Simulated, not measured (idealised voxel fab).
Herein follows the process module entitled voxel spacer lines.
The cross-section on display is named cut; it measures 185 nm wide, and its cells are 5 nm squares.
When this document writes out a cross-section, it uses a grid of square cells and lists it as bands, beginning at the top and moving down, with a band standing for one or more rows of cells. The entry gives the band's vertical extent as a top height and a bottom height in nm, then its horizontal make-up as materials from left to right, each with a width in nm. "blank" stands for empty space; a single material marked "all across" fills the band edge to edge. Heights are measured from 0, the level below which the as-received wafer is all one material; the lowest band has no bottom and continues downward, written as in "0 -> down". It should be noted that a width expressed as "30->40" varies in equal increments from row to row of cells within the band, taking the value of the first number at the top row and that of the second number at the bottom row. No cell of the cross-section changed in a step that is given as "same as before". In "Enclosed voids" the enclosed voids are listed, meaning empty spaces of 8 cells or larger without any opening to the top. The form is width x height at distance, distance from the left edge, units nm. Formally, on a step line, whatever follows the settings is a remark that the simulator itself makes on the step. When a step includes a mask, the "overlay nm" setting on its line states how far to the right of its planned place that mask lay, and negative values state how far to the left.

[Process steps foreseen in the plan]
| 1 | RECEIVE (material Si) |
| 2 | CONFORMAL_DEP (material Al2O3; thk nm 10) |
| 3 | DIRECTIONAL_DEP (material SiN; thk nm 10) |
| 4 | DIRECTIONAL_DEP (material polySi; thk nm 30) |
| 5 | PATTERN (tone cover; mask id MANDREL; material resist; width nm 20; pitch nm 60; thk nm 40; overlay nm 0) |
| 6 | DIRECTIONAL_ETCH (etch materials polySi; depth nm 30) |
| 7 | STRIP (etch materials resist) |
| 8 | CONFORMAL_DEP (material SiO2; thk nm 10) |
| 9 | DIRECTIONAL_ETCH (etch materials SiO2; depth nm 10) |
| 10 | STRIP (etch materials polySi) |
| 11 | DIRECTIONAL_ETCH (etch materials SiN; depth nm 10) |
| 12 | STRIP (etch materials SiO2) |

[This is the cross-section of the wafer as we received it, i.e. after step 1]
0 -> down | Si all across
Enclosed voids: none

[Starting structure and process plan are as shown above, but one mistake was made in running the module; the wafer cross-section at the end of the module follows]
20 -> 10 | 20 nm blank, then 20 nm SiN, then 40 nm blank, then 20 nm SiN, then 40 nm blank, then 20 nm SiN, then 25 nm blank
10 -> 0 | Al2O3 all across
0 -> down | Si all across
Enclosed voids: none
Processing error: not per plan at step 5, really ran PATTERN (tone open; mask id MANDREL; material resist; width nm 20; pitch nm 60; thk nm 40; overlay nm 0)
